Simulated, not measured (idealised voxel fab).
A process module follows: voxel released beams.
Section shown: cut. Width: 230 nm. Cell size: 5 nm, square.
Reading order for cross-sections: top band down to bottom band. Underlying form: a grid of square cells. Band size: one or more rows of cells.
Heights first: top, then bottom, in nm. Then materials, left to right, each with a width in nm. "throughout" on a single material: fills the band edge to edge. "blank": empty space.
The level at which height equals 0 is the one under which the wafer, as it arrives, is entirely one material. No lower edge exists for the bottom band, which continues downward and is notated as in "0 and below".
With a width like "30..40", each row of cells in the band differs from the next by the same amount, the top row carrying the first number and the bottom row the second.
What does "remains unaltered" mean for a step? It means no cell of the cross-section changed in that step.
"Enclosed void catalog" specifies each empty space that is not open to the top and that occupies no fewer than 8 cells, using the form width x height at distance, the distance measured from the left edge and all three quantities in nm.
Whatever follows a step's settings on its line is a remark the simulator itself makes about that step.
Regarding "overlay nm": on a step with a mask, it is the distance the mask lay to the right of its planned place; a negative value places it to the left.

Process steps foreseen in the plan
1: RECEIVE, material Si
2: CONFORMAL_DEP, material SiN, thk nm 5
3: DIRECTIONAL_DEP, material SiO2, thk nm 10
4: DIRECTIONAL_DEP, material aC, thk nm 10
5: PATTERN, tone open, mask id ANCHOR, material resist, width nm 45, thk nm 30, overlay nm 0
6: DIRECTIONAL_ETCH, etch materials aC, depth nm 10
7: STRIP, etch materials resist
8: DIRECTIONAL_ETCH, etch materials SiO2, depth nm 10
9: STRIP, etch materials aC
10: CONFORMAL_DEP, material TiN, thk nm 15
11: PATTERN, tone cover, mask id BEAM, material resist, width nm 120, thk nm 15, overlay nm 0
12: DIRECTIONAL_ETCH, etch materials TiN, depth nm 15
13: STRIP, etch materials resist
14: STRIP, etch materials SiO2

Of two wafers, the first: run according to plan

Cross-section, incoming material, after step 1
> 0 and below  Si throughout
> Enclosed void catalog: none

The wafer, seen in cross-section, after step 2
> 5 down to 0  SiN throughout
> Below 0 it's all the same as before, nothing changed down there.

The wafer, seen in cross-section, after step 3
> 15 down to 5  SiO2 throughout
> Below 5 it's all the same as before, nothing changed down there.

The wafer, seen in cross-section, after step 4
> 25 down to 15  aC throughout
> Below 15 it's all the same as before, nothing changed down there.

The wafer, seen in cross-section, after step 5
> 55 down to 25  resist=55 | blank=45 | resist=130
> Below 25 it's all the same as before, nothing changed down there.

The wafer, seen in cross-section, after step 6
> 45 down to 25  resist=55 | blank=45 | resist=130
> 25 down to 15  aC=55 | blank=45 | aC=130
> Below 15 it's all the same as before, nothing changed down there.

The wafer, seen in cross-section, after step 7
> 25 down to 15  aC=55 | blank=45 | aC=130
> Below 15 it's all the same as before, nothing changed down there.

The wafer, seen in cross-section, after step 8
> 25 down to 15  aC=55 | blank=45 | aC=130
> 15 down to 5  SiO2=55 | blank=45 | SiO2=130
> Below 5 it's all the same as before, nothing changed down there.

The wafer, seen in cross-section, after step 9
> 15 down to 5  SiO2=55 | blank=45 | SiO2=130
> Below 5 it's all the same as before, nothing changed down there.

The wafer, seen in cross-section, after step 10
> 30 down to 20  TiN=70 | blank=15 | TiN=145
> 20 down to 15  TiN throughout
> 15 down to 5  SiO2=55 | TiN=45 | SiO2=130
> Below 5 it's all the same as before, nothing changed down there.

The wafer, seen in cross-section, after step 11
> 45 down to 30  blank=50 | resist=120 | blank=60
> 30 down to 20  TiN=70 | resist=15 | TiN=145
> Below 20 it's all the same as before, nothing changed down there.

The wafer, seen in cross-section, after step 12
> 45 down to 30  blank=50 | resist=120 | blank=60
> 30 down to 20  blank=50 | TiN=20 | resist=15 | TiN=85 | blank=60
> 20 down to 15  blank=50 | TiN=120 | blank=60
> Below 15 it's all the same as before, nothing changed down there.

The wafer, seen in cross-section, after step 13
> 30 down to 20  blank=50 | TiN=20 | blank=15 | TiN=85 | blank=60
> Below 20 it's all the same as before, nothing changed down there.

The wafer, seen in cross-section, after step 14
> 30 down to 20  blank=50 | TiN=20 | blank=15 | TiN=85 | blank=60
> 20 down to 15  blank=50 | TiN=120 | blank=60
> 15 down to 5  blank=55 | TiN=45 | blank=130
> Below 5 it's all the same as before, nothing changed down there.

Second wafer. Start and plan as for the first. One mistake made in running. Agrees with the first up to and including step 1

What the second wafer looks like in cross-section when step 2 should have wrapped up
> 10 down to 0  SiO2 throughout
> Below 0 it's all the same as before, nothing changed down there.

What the second wafer looks like in cross-section when step 3 should have wrapped up
> 15 down to 10  SiN throughout
> Below 10 it's all the same as before, nothing changed down there.

What the second wafer looks like in cross-section when step 4 should have wrapped up
> 25 down to 15  aC throughout
> Below 15 it's all the same as before, nothing changed down there.

What the second wafer looks like in cross-section when step 5 should have wrapped up
> 55 down to 25  resist=55 | blank=45 | resist=130
> Below 25 it's all the same as before, nothing changed down there.

What the second wafer looks like in cross-section when step 6 should have wrapped up
> 45 down to 25  resist=55 | blank=45 | resist=130
> 25 down to 15  aC=55 | blank=45 | aC=130
> Below 15 it's all the same as before, nothing changed down there.

What the second wafer looks like in cross-section when step 7 should have wrapped up
> 25 down to 15  aC=55 | blank=45 | aC=130
> Below 15 it's all the same as before, nothing changed down there.

What the second wafer looks like in cross-section when step 8 should have wrapped up: remains unaltered

What the second wafer looks like in cross-section when step 9 should have wrapped up
> 15 down to 10  SiN throughout
> Below 10 it's all the same as before, nothing changed down there.

What the second wafer looks like in cross-section when step 10 should have wrapped up
> 30 down to 15  TiN throughout
> Below 15 it's all the same as before, nothing changed down there.

What the second wafer looks like in cross-section when step 11 should have wrapped up
> 45 down to 30  blank=50 | resist=120 | blank=60
> Below 30 it's all the same as before, nothing changed down there.

What the second wafer looks like in cross-section when step 12 should have wrapped up
> 45 down to 30  blank=50 | resist=120 | blank=60
> 30 down to 15  blank=50 | TiN=120 | blank=60
> Below 15 it's all the same as before, nothing changed down there.

What the second wafer looks like in cross-section when step 13 should have wrapped up
> 30 down to 15  blank=50 | TiN=120 | blank=60
> Below 15 it's all the same as before, nothing changed down there.

What the second wafer looks like in cross-section when step 14 should have wrapped up: remains unaltered
Nonconformance to the process plan: mixed up steps 2 and 3 - ran each in the other's place
At the finish, the second wafer shows more or fewer cells for some materials than the first does: 92 more of SiO2 | 12 fewer of TiN
